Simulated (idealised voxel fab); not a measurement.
The following process module bears the name voxel gate over fins.
cross-section cut | 275 nm wide | cells 5 nm
The cross-sections in this document take the form of a grid made of square cells. They are written out as bands, in order from top to bottom. Each band consists of one or more rows of cells.
Look at the band entry: it leads with the top's height and the bottom's height in nm. Then it lists the materials left to right, with a width in nm for each. The word "all across" on a single material says that material fills the band edge to edge. The word "air" is empty space.
All heights in this document are referenced to 0, defined as the level beneath which the wafer, as received, consists entirely of one material. The lowest band is not bounded below; it extends indefinitely downward and is written in the form "0 and below".
You'd read "30..40" like this: the band's top row of cells is as wide as the first number, its bottom row is as wide as the second, and going down, every row changes width by the same amount as the row before did.
Take "no alteration" at face value: in the step it is given for, the cross-section changed in none of its cells.
"Non-vented voids" - sealed voids, min. 8 cells, no opening to top; format: width x height at distance (distance from left edge; nm throughout).
Read whatever lies past the settings on a step's line as the simulator's own remark about the step.
A step's line can hold "overlay nm"; with a mask on that step, the setting says how far right of the planned place the mask lay, while a negative setting says it lay to the left.
## Steps in the process plan
step 1: RECEIVE: material Si
step 2: CONFORMAL_DEP: material SiN, thk nm 5
step 3: PATTERN: tone cover, mask id FINS, material resist, width nm 15, pitch nm 55, thk nm 15, overlay nm 0
step 4: DIRECTIONAL_ETCH: etch materials SiN, depth nm 5
step 5: DIRECTIONAL_ETCH: etch materials Si, depth nm 30
step 6: STRIP: etch materials resist
step 7: FILL_DEP: material SiO2, thk nm 10
step 8: CMP: height nm 5
step 9: MASKED_ETCH: tone open, mask id RAIL, width nm 15, etch materials SiO2, depth nm 30, overlay nm 0
step 10: CONFORMAL_DEP: material TiN, thk nm 5
step 11: FILL_DEP: material W, thk nm 5
step 12: CMP: height nm 5
step 13: SELECTIVE_ETCH: etch materials W Ru TiN, depth nm 20
step 14: FILL_DEP: material SiO2, thk nm 5
step 15: CMP: height nm 5
step 16: SELECTIVE_ETCH: etch materials SiO2, depth nm 15
step 17: STRIP: etch materials SiN
step 18: CONFORMAL_DEP: material HfO2, thk nm 5
step 19: CONFORMAL_DEP: material TiN, thk nm 5
step 20: CONFORMAL_DEP: material TiAl, thk nm 5
step 21: CONFORMAL_DEP: material TiN, thk nm 5
step 22: FILL_DEP: material W, thk nm 15
step 23: CMP: height nm 30
step 24: CONFORMAL_DEP: material SiN, thk nm 10
## Concerning the first of two wafers, which was run in accordance with the plan
## As-received wafer cross-section (after step 1)
0 and below: Si all across
Non-vented voids: none
## State of the wafer after step 2, shown in cross-section
5 down to 0: SiN all across
Whatever lies below 0 is exactly as it was before.
## State of the wafer after step 3, shown in cross-section
20 down to 5: 100 air; 15 resist; 40 air; 15 resist; 105 air
Whatever lies below 5 is exactly as it was before.
## State of the wafer after step 4, shown in cross-section
20 down to 5: 100 air; 15 resist; 40 air; 15 resist; 105 air
5 down to 0: 100 air; 15 SiN; 40 air; 15 SiN; 105 air
Whatever lies below 0 is exactly as it was before.
## State of the wafer after step 5, shown in cross-section
20 down to 5: 100 air; 15 resist; 40 air; 15 resist; 105 air
5 down to 0: 100 air; 15 SiN; 40 air; 15 SiN; 105 air
0 down to -30: 100 air; 15 Si; 40 air; 15 Si; 105 air
Whatever lies below -30 is exactly as it was before.
## State of the wafer after step 6, shown in cross-section
5 down to 0: 100 air; 15 SiN; 40 air; 15 SiN; 105 air
Whatever lies below 0 is exactly as it was before.
## State of the wafer after step 7, shown in cross-section
15 down to 5: SiO2 all across
5 down to 0: 100 SiO2; 15 SiN; 40 SiO2; 15 SiN; 105 SiO2
0 down to -30: 100 SiO2; 15 Si; 40 SiO2; 15 Si; 105 SiO2
Whatever lies below -30 is exactly as it was before.
## State of the wafer after step 8, shown in cross-section
5 down to 0: 100 SiO2; 15 SiN; 40 SiO2; 15 SiN; 105 SiO2
Whatever lies below 0 is exactly as it was before.
## State of the wafer after step 9, shown in cross-section
5 down to 0: 100 SiO2; 15 SiN; 10 SiO2; 15 air; 15 SiO2; 15 SiN; 105 SiO2
0 down to -25: 100 SiO2; 15 Si; 10 SiO2; 15 air; 15 SiO2; 15 Si; 105 SiO2
Whatever lies below -25 is exactly as it was before.
## State of the wafer after step 10, shown in cross-section
10 down to 5: 130 TiN; 5 air; 140 TiN
5 down to 0: 100 SiO2; 15 SiN; 10 SiO2; 5 TiN; 5 air; 5 TiN; 15 SiO2; 15 SiN; 105 SiO2
0 down to -20: 100 SiO2; 15 Si; 10 SiO2; 5 TiN; 5 air; 5 TiN; 15 SiO2; 15 Si; 105 SiO2
-20 down to -25: 100 SiO2; 15 Si; 10 SiO2; 15 TiN; 15 SiO2; 15 Si; 105 SiO2
Whatever lies below -25 is exactly as it was before.
## State of the wafer after step 11, shown in cross-section
15 down to 10: W all across
10 down to 5: 130 TiN; 5 W; 140 TiN
5 down to 0: 100 SiO2; 15 SiN; 10 SiO2; 5 TiN; 5 W; 5 TiN; 15 SiO2; 15 SiN; 105 SiO2
0 down to -20: 100 SiO2; 15 Si; 10 SiO2; 5 TiN; 5 W; 5 TiN; 15 SiO2; 15 Si; 105 SiO2
Whatever lies below -20 is exactly as it was before.
## State of the wafer after step 12, shown in cross-section
5 down to 0: 100 SiO2; 15 SiN; 10 SiO2; 5 TiN; 5 W; 5 TiN; 15 SiO2; 15 SiN; 105 SiO2
Whatever lies below 0 is exactly as it was before.
## State of the wafer after step 13, shown in cross-section
5 down to 0: 100 SiO2; 15 SiN; 10 SiO2; 15 air; 15 SiO2; 15 SiN; 105 SiO2
0 down to -15: 100 SiO2; 15 Si; 10 SiO2; 15 air; 15 SiO2; 15 Si; 105 SiO2
Whatever lies below -15 is exactly as it was before.
## State of the wafer after step 14, shown in cross-section
10 down to 5: SiO2 all across
5 down to 0: 100 SiO2; 15 SiN; 40 SiO2; 15 SiN; 105 SiO2
0 down to -15: 100 SiO2; 15 Si; 40 SiO2; 15 Si; 105 SiO2
Whatever lies below -15 is exactly as it was before.
## State of the wafer after step 15, shown in cross-section
5 down to 0: 100 SiO2; 15 SiN; 40 SiO2; 15 SiN; 105 SiO2
Whatever lies below 0 is exactly as it was before.
## State of the wafer after step 16, shown in cross-section
5 down to 0: 100 air; 15 SiN; 40 air; 15 SiN; 105 air
0 down to -10: 100 air; 15 Si; 40 air; 15 Si; 105 air
Whatever lies below -10 is exactly as it was before.
## State of the wafer after step 17, shown in cross-section
0 down to -10: 100 air; 15 Si; 40 air; 15 Si; 105 air
Whatever lies below -10 is exactly as it was before.
## State of the wafer after step 18, shown in cross-section
5 down to 0: 95 air; 25 HfO2; 30 air; 25 HfO2; 100 air
0 down to -5: 95 air; 5 HfO2; 15 Si; 5 HfO2; 30 air; 5 HfO2; 15 Si; 5 HfO2; 100 air
-5 down to -10: 100 HfO2; 15 Si; 40 HfO2; 15 Si; 105 HfO2
Whatever lies below -10 is exactly as it was before.
## State of the wafer after step 19, shown in cross-section
10 down to 5: 90 air; 35 TiN; 20 air; 35 TiN; 95 air
5 down to 0: 90 air; 5 TiN; 25 HfO2; 5 TiN; 20 air; 5 TiN; 25 HfO2; 5 TiN; 95 air
0 down to -5: 95 TiN; 5 HfO2; 15 Si; 5 HfO2; 30 TiN; 5 HfO2; 15 Si; 5 HfO2; 100 TiN
Whatever lies below -5 is exactly as it was before.
## State of the wafer after step 20, shown in cross-section
15 down to 10: 85 air; 45 TiAl; 10 air; 45 TiAl; 90 air
10 down to 5: 85 air; 5 TiAl; 35 TiN; 5 TiAl; 10 air; 5 TiAl; 35 TiN; 5 TiAl; 90 air
5 down to 0: 90 TiAl; 5 TiN; 25 HfO2; 5 TiN; 20 TiAl; 5 TiN; 25 HfO2; 5 TiN; 95 TiAl
Whatever lies below 0 is exactly as it was before.
## State of the wafer after step 21, shown in cross-section
20 down to 15: 80 air; 110 TiN; 85 air
15 down to 10: 80 air; 5 TiN; 45 TiAl; 10 TiN; 45 TiAl; 5 TiN; 85 air
10 down to 5: 85 TiN; 5 TiAl; 35 TiN; 5 TiAl; 10 TiN; 5 TiAl; 35 TiN; 5 TiAl; 90 TiN
Whatever lies below 5 is exactly as it was before.
## State of the wafer after step 22, shown in cross-section
35 down to 20: W all across
20 down to 15: 80 W; 110 TiN; 85 W
15 down to 10: 80 W; 5 TiN; 45 TiAl; 10 TiN; 45 TiAl; 5 TiN; 85 W
Whatever lies below 10 is exactly as it was before.
## State of the wafer after step 23, shown in cross-section
30 down to 20: W all across
Whatever lies below 20 is exactly as it was before.
## State of the wafer after step 24, shown in cross-section
40 down to 30: SiN all across
Whatever lies below 30 is exactly as it was before.
## Second wafer - shared start and plan with the first - one error in running - same as the first up to step 2 inclusive
## Cross-section of the second wafer corresponding to the planned conclusion of step 3
20 down to 5: 90 air; 15 resist; 40 air; 15 resist; 115 air
Whatever lies below 5 is exactly as it was before.
## Cross-section of the second wafer corresponding to the planned conclusion of step 4
20 down to 5: 90 air; 15 resist; 40 air; 15 resist; 115 air
5 down to 0: 90 air; 15 SiN; 40 air; 15 SiN; 115 air
Whatever lies below 0 is exactly as it was before.
## Cross-section of the second wafer corresponding to the planned conclusion of step 5
20 down to 5: 90 air; 15 resist; 40 air; 15 resist; 115 air
5 down to 0: 90 air; 15 SiN; 40 air; 15 SiN; 115 air
0 down to -30: 90 air; 15 Si; 40 air; 15 Si; 115 air
Whatever lies below -30 is exactly as it was before.
## Cross-section of the second wafer corresponding to the planned conclusion of step 6
5 down to 0: 90 air; 15 SiN; 40 air; 15 SiN; 115 air
Whatever lies below 0 is exactly as it was before.
## Cross-section of the second wafer corresponding to the planned conclusion of step 7
15 down to 5: SiO2 all across
5 down to 0: 90 SiO2; 15 SiN; 40 SiO2; 15 SiN; 115 SiO2
0 down to -30: 90 SiO2; 15 Si; 40 SiO2; 15 Si; 115 SiO2
Whatever lies below -30 is exactly as it was before.
## Cross-section of the second wafer corresponding to the planned conclusion of step 8
5 down to 0: 90 SiO2; 15 SiN; 40 SiO2; 15 SiN; 115 SiO2
Whatever lies below 0 is exactly as it was before.
## Cross-section of the second wafer corresponding to the planned conclusion of step 9
5 down to 0: 90 SiO2; 15 SiN; 20 SiO2; 15 air; 5 SiO2; 15 SiN; 115 SiO2
0 down to -25: 90 SiO2; 15 Si; 20 SiO2; 15 air; 5 SiO2; 15 Si; 115 SiO2
Whatever lies below -25 is exactly as it was before.
## Cross-section of the second wafer corresponding to the planned conclusion of step 10
10 down to 5: 130 TiN; 5 air; 140 TiN
5 down to 0: 90 SiO2; 15 SiN; 20 SiO2; 5 TiN; 5 air; 5 TiN; 5 SiO2; 15 SiN; 115 SiO2
0 down to -20: 90 SiO2; 15 Si; 20 SiO2; 5 TiN; 5 air; 5 TiN; 5 SiO2; 15 Si; 115 SiO2
-20 down to -25: 90 SiO2; 15 Si; 20 SiO2; 15 TiN; 5 SiO2; 15 Si; 115 SiO2
Whatever lies below -25 is exactly as it was before.
## Cross-section of the second wafer corresponding to the planned conclusion of step 11
15 down to 10: W all across
10 down to 5: 130 TiN; 5 W; 140 TiN
5 down to 0: 90 SiO2; 15 SiN; 20 SiO2; 5 TiN; 5 W; 5 TiN; 5 SiO2; 15 SiN; 115 SiO2
0 down to -20: 90 SiO2; 15 Si; 20 SiO2; 5 TiN; 5 W; 5 TiN; 5 SiO2; 15 Si; 115 SiO2
Whatever lies below -20 is exactly as it was before.
## Cross-section of the second wafer corresponding to the planned conclusion of step 12
5 down to 0: 90 SiO2; 15 SiN; 20 SiO2; 5 TiN; 5 W; 5 TiN; 5 SiO2; 15 SiN; 115 SiO2
Whatever lies below 0 is exactly as it was before.
## Cross-section of the second wafer corresponding to the planned conclusion of step 13
5 down to 0: 90 SiO2; 15 SiN; 20 SiO2; 15 air; 5 SiO2; 15 SiN; 115 SiO2
0 down to -15: 90 SiO2; 15 Si; 20 SiO2; 15 air; 5 SiO2; 15 Si; 115 SiO2
Whatever lies below -15 is exactly as it was before.
## Cross-section of the second wafer corresponding to the planned conclusion of step 14
10 down to 5: SiO2 all across
5 down to 0: 90 SiO2; 15 SiN; 40 SiO2; 15 SiN; 115 SiO2
0 down to -15: 90 SiO2; 15 Si; 40 SiO2; 15 Si; 115 SiO2
Whatever lies below -15 is exactly as it was before.
## Cross-section of the second wafer corresponding to the planned conclusion of step 15
5 down to 0: 90 SiO2; 15 SiN; 40 SiO2; 15 SiN; 115 SiO2
Whatever lies below 0 is exactly as it was before.
## Cross-section of the second wafer corresponding to the planned conclusion of step 16
5 down to 0: 90 air; 15 SiN; 40 air; 15 SiN; 115 air
0 down to -10: 90 air; 15 Si; 40 air; 15 Si; 115 air
Whatever lies below -10 is exactly as it was before.
## Cross-section of the second wafer corresponding to the planned conclusion of step 17
0 down to -10: 90 air; 15 Si; 40 air; 15 Si; 115 air
Whatever lies below -10 is exactly as it was before.
## Cross-section of the second wafer corresponding to the planned conclusion of step 18
5 down to 0: 85 air; 25 HfO2; 30 air; 25 HfO2; 110 air
0 down to -5: 85 air; 5 HfO2; 15 Si; 5 HfO2; 30 air; 5 HfO2; 15 Si; 5 HfO2; 110 air
-5 down to -10: 90 HfO2; 15 Si; 40 HfO2; 15 Si; 115 HfO2
Whatever lies below -10 is exactly as it was before.
## Cross-section of the second wafer corresponding to the planned conclusion of step 19
10 down to 5: 80 air; 35 TiN; 20 air; 35 TiN; 105 air
5 down to 0: 80 air; 5 TiN; 25 HfO2; 5 TiN; 20 air; 5 TiN; 25 HfO2; 5 TiN; 105 air
0 down to -5: 85 TiN; 5 HfO2; 15 Si; 5 HfO2; 30 TiN; 5 HfO2; 15 Si; 5 HfO2; 110 TiN
Whatever lies below -5 is exactly as it was before.
## Cross-section of the second wafer corresponding to the planned conclusion of step 20
15 down to 10: 75 air; 45 TiAl; 10 air; 45 TiAl; 100 air
10 down to 5: 75 air; 5 TiAl; 35 TiN; 5 TiAl; 10 air; 5 TiAl; 35 TiN; 5 TiAl; 100 air
5 down to 0: 80 TiAl; 5 TiN; 25 HfO2; 5 TiN; 20 TiAl; 5 TiN; 25 HfO2; 5 TiN; 105 TiAl
Whatever lies below 0 is exactly as it was before.
## Cross-section of the second wafer corresponding to the planned conclusion of step 21
20 down to 15: 70 air; 110 TiN; 95 air
15 down to 10: 70 air; 5 TiN; 45 TiAl; 10 TiN; 45 TiAl; 5 TiN; 95 air
10 down to 5: 75 TiN; 5 TiAl; 35 TiN; 5 TiAl; 10 TiN; 5 TiAl; 35 TiN; 5 TiAl; 100 TiN
Whatever lies below 5 is exactly as it was before.
## Cross-section of the second wafer corresponding to the planned conclusion of step 22
35 down to 20: W all across
20 down to 15: 70 W; 110 TiN; 95 W
15 down to 10: 70 W; 5 TiN; 45 TiAl; 10 TiN; 45 TiAl; 5 TiN; 95 W
Whatever lies below 10 is exactly as it was before.
## Cross-section of the second wafer corresponding to the planned conclusion of step 23
30 down to 20: W all across
Whatever lies below 20 is exactly as it was before.
## Cross-section of the second wafer corresponding to the planned conclusion of step 24
40 down to 30: SiN all across
Whatever lies below 30 is exactly as it was before.
The plan and the run diverged here: step 3 off recipe, ran as PATTERN: tone cover, mask id FINS, material resist, width nm 15, pitch nm 55, thk nm 15, overlay nm -10
Matching per-material cell counts, mismatched positions: that is how the second wafer compares with the first at the end.
